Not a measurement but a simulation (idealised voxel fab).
Process module heading - voxel self aligned contacts
The figure presents cross-section cut, which has a width of 255 nm and is divided into square cells with an edge length of 5 nm.
Cross-section format: a grid of square cells, given as bands from top to bottom; each band is one or more rows of cells. For a band, the entry starts with two heights in nm, that of the top and then that of the bottom, and carries on with the band's materials in order from left to right, each alongside its width in nm; the word "full width" beside a single material means it fills the band edge to edge, and "empty" means empty space. Heights from 0 (as-received wafer is one material below). Bottom band endless downward, as "0 -> down". Width: "30 to 40" (first number = top row, second number = bottom row, same change from row to row of cells). Given "no modifications" for a step, no cell of the cross-section differs between before and after that step. Entry "Enclosed cavity list" = empty spaces >= 8 cells with no open way to the top; each as width x height at distance, distance from left edge, all nm. Whatever follows a step's settings on its line is a remark the simulator itself makes about that step. What "overlay nm" on a step's line means: if the step has a mask, that mask lay this far to the right of its planned place, or, when the value is negative, to the left.
## Listed below are the process steps as planned
1. RECEIVE | material Si
2. OXIDIZE | depth nm 5
3. DIRECTIONAL_DEP | material polySi | thk nm 20
4. DIRECTIONAL_DEP | material SiN | thk nm 20
5. DIRECTIONAL_DEP | material aC | thk nm 10
6. PATTERN | tone cover | mask id GATE | material resist | width nm 35 | pitch nm 60 | thk nm 30 | overlay nm 0
7. DIRECTIONAL_ETCH | etch materials aC | depth nm 10
8. STRIP | etch materials resist
9. DIRECTIONAL_ETCH | etch materials SiN | depth nm 20
10. DIRECTIONAL_ETCH | etch materials polySi | depth nm 20
11. STRIP | etch materials aC
12. CONFORMAL_DEP | material SiN | thk nm 5
13. DIRECTIONAL_ETCH | etch materials SiN | depth nm 5
14. FILL_DEP | material SiO2 | thk nm 15
15. CMP | height nm 45
16. DIRECTIONAL_DEP | material aC | thk nm 10
17. PATTERN | tone open | mask id CONTACT | material resist | width nm 35 | pitch nm 60 | thk nm 25 | overlay nm 0
18. DIRECTIONAL_ETCH | etch materials aC | depth nm 10
19. STRIP | etch materials resist
20. DIRECTIONAL_ETCH | etch materials SiO2 | depth nm 50
21. STRIP | etch materials aC
22. CONFORMAL_DEP | material TiN | thk nm 5
23. FILL_DEP | material W | thk nm 10
24. CMP | height nm 45
25. CONFORMAL_DEP | material SiCN | thk nm 5
## On the first of the two wafers: run conducted according to plan
## Cross-section of the incoming wafer, state after step 1
  0 -> down: Si full width
  Enclosed cavity list: none
## The wafer, seen in cross-section, after step 2
  0 -> -5: SiO2 full width
  Anything lower than -5 is untouched.
## The wafer, seen in cross-section, after step 3
  20 -> 0: polySi full width
  Anything lower than 0 is untouched.
## The wafer, seen in cross-section, after step 4
  40 -> 20: SiN full width
  Anything lower than 20 is untouched.
## The wafer, seen in cross-section, after step 5
  50 -> 40: aC full width
  Anything lower than 40 is untouched.
## The wafer, seen in cross-section, after step 6
  80 -> 50: empty=50; resist=35; empty=25; resist=35; empty=25; resist=35; empty=50
  Anything lower than 50 is untouched.
## The wafer, seen in cross-section, after step 7
  70 -> 50: empty=50; resist=35; empty=25; resist=35; empty=25; resist=35; empty=50
  50 -> 40: empty=50; aC=35; empty=25; aC=35; empty=25; aC=35; empty=50
  Anything lower than 40 is untouched.
## The wafer, seen in cross-section, after step 8
  50 -> 40: empty=50; aC=35; empty=25; aC=35; empty=25; aC=35; empty=50
  Anything lower than 40 is untouched.
## The wafer, seen in cross-section, after step 9
  50 -> 40: empty=50; aC=35; empty=25; aC=35; empty=25; aC=35; empty=50
  40 -> 20: empty=50; SiN=35; empty=25; SiN=35; empty=25; SiN=35; empty=50
  Anything lower than 20 is untouched.
## The wafer, seen in cross-section, after step 10
  50 -> 40: empty=50; aC=35; empty=25; aC=35; empty=25; aC=35; empty=50
  40 -> 20: empty=50; SiN=35; empty=25; SiN=35; empty=25; SiN=35; empty=50
  20 -> 0: empty=50; polySi=35; empty=25; polySi=35; empty=25; polySi=35; empty=50
  Anything lower than 0 is untouched.
## The wafer, seen in cross-section, after step 11
  40 -> 20: empty=50; SiN=35; empty=25; SiN=35; empty=25; SiN=35; empty=50
  Anything lower than 20 is untouched.
## The wafer, seen in cross-section, after step 12
  45 -> 20: empty=45; SiN=45; empty=15; SiN=45; empty=15; SiN=45; empty=45
  20 -> 5: empty=45; SiN=5; polySi=35; SiN=5; empty=15; SiN=5; polySi=35; SiN=5; empty=15; SiN=5; polySi=35; SiN=5; empty=45
  5 -> 0: SiN=50; polySi=35; SiN=25; polySi=35; SiN=25; polySi=35; SiN=50
  Anything lower than 0 is untouched.
## The wafer, seen in cross-section, after step 13
  40 -> 20: empty=45; SiN=45; empty=15; SiN=45; empty=15; SiN=45; empty=45
  20 -> 0: empty=45; SiN=5; polySi=35; SiN=5; empty=15; SiN=5; polySi=35; SiN=5; empty=15; SiN=5; polySi=35; SiN=5; empty=45
  Anything lower than 0 is untouched.
## The wafer, seen in cross-section, after step 14
  55 -> 40: SiO2 full width
  40 -> 20: SiO2=45; SiN=45; SiO2=15; SiN=45; SiO2=15; SiN=45; SiO2=45
  20 -> 0: SiO2=45; SiN=5; polySi=35; SiN=5; SiO2=15; SiN=5; polySi=35; SiN=5; SiO2=15; SiN=5; polySi=35; SiN=5; SiO2=45
  Anything lower than 0 is untouched.
## The wafer, seen in cross-section, after step 15
  45 -> 40: SiO2 full width
  Anything lower than 40 is untouched.
## The wafer, seen in cross-section, after step 16
  55 -> 45: aC full width
  Anything lower than 45 is untouched.
## The wafer, seen in cross-section, after step 17
  80 -> 55: resist=80; empty=35; resist=25; empty=35; resist=80
  Anything lower than 55 is untouched.
## The wafer, seen in cross-section, after step 18
  70 -> 55: resist=80; empty=35; resist=25; empty=35; resist=80
  55 -> 45: aC=80; empty=35; aC=25; empty=35; aC=80
  Anything lower than 45 is untouched.
## The wafer, seen in cross-section, after step 19
  55 -> 45: aC=80; empty=35; aC=25; empty=35; aC=80
  Anything lower than 45 is untouched.
## The wafer, seen in cross-section, after step 20
  55 -> 45: aC=80; empty=35; aC=25; empty=35; aC=80
  45 -> 40: SiO2=80; empty=35; SiO2=25; empty=35; SiO2=80
  40 -> 20: SiO2=45; SiN=45; empty=15; SiN=45; empty=15; SiN=45; SiO2=45
  20 -> 0: SiO2=45; SiN=5; polySi=35; SiN=5; empty=15; SiN=5; polySi=35; SiN=5; empty=15; SiN=5; polySi=35; SiN=5; SiO2=45
  0 -> -5: SiO2=90; empty=15; SiO2=45; empty=15; SiO2=90
  Anything lower than -5 is untouched.
## The wafer, seen in cross-section, after step 21
  45 -> 40: SiO2=80; empty=35; SiO2=25; empty=35; SiO2=80
  Anything lower than 40 is untouched.
## The wafer, seen in cross-section, after step 22
  50 -> 45: TiN=85; empty=25; TiN=35; empty=25; TiN=85
  45 -> 40: SiO2=80; TiN=15; empty=5; TiN=15; SiO2=25; TiN=15; empty=5; TiN=15; SiO2=80
  40 -> 20: SiO2=45; SiN=45; TiN=5; empty=5; TiN=5; SiN=45; TiN=5; empty=5; TiN=5; SiN=45; SiO2=45
  20 -> 0: SiO2=45; SiN=5; polySi=35; SiN=5; TiN=5; empty=5; TiN=5; SiN=5; polySi=35; SiN=5; TiN=5; empty=5; TiN=5; SiN=5; polySi=35; SiN=5; SiO2=45
  0 -> -5: SiO2=90; TiN=15; SiO2=45; TiN=15; SiO2=90
  Anything lower than -5 is untouched.
## The wafer, seen in cross-section, after step 23
  60 -> 50: W full width
  50 -> 45: TiN=85; W=25; TiN=35; W=25; TiN=85
  45 -> 40: SiO2=80; TiN=15; W=5; TiN=15; SiO2=25; TiN=15; W=5; TiN=15; SiO2=80
  40 -> 20: SiO2=45; SiN=45; TiN=5; W=5; TiN=5; SiN=45; TiN=5; W=5; TiN=5; SiN=45; SiO2=45
  20 -> 0: SiO2=45; SiN=5; polySi=35; SiN=5; TiN=5; W=5; TiN=5; SiN=5; polySi=35; SiN=5; TiN=5; W=5; TiN=5; SiN=5; polySi=35; SiN=5; SiO2=45
  Anything lower than 0 is untouched.
## The wafer, seen in cross-section, after step 24
  45 -> 40: SiO2=80; TiN=15; W=5; TiN=15; SiO2=25; TiN=15; W=5; TiN=15; SiO2=80
  Anything lower than 40 is untouched.
## The wafer, seen in cross-section, after step 25
  50 -> 45: SiCN full width
  Anything lower than 45 is untouched.
## Wafer two: like wafer one in start and plan, but with one mistake in execution; identical up to and including step 23
## Second wafer at the planned finish of step 24, seen in cross-section
  50 -> 45: TiN=85; W=25; TiN=35; W=25; TiN=85
  Anything lower than 45 is untouched.
## Second wafer at the planned finish of step 25, seen in cross-section
  55 -> 50: SiCN full width
  Anything lower than 50 is untouched.
What went wrong in running the wafer? planned and actual differ for step 24; actual: CMP | height nm 50
Wrapping up, a cell-based count of both wafers puts the second over or under the first for these materials: TiN +41 | W +10
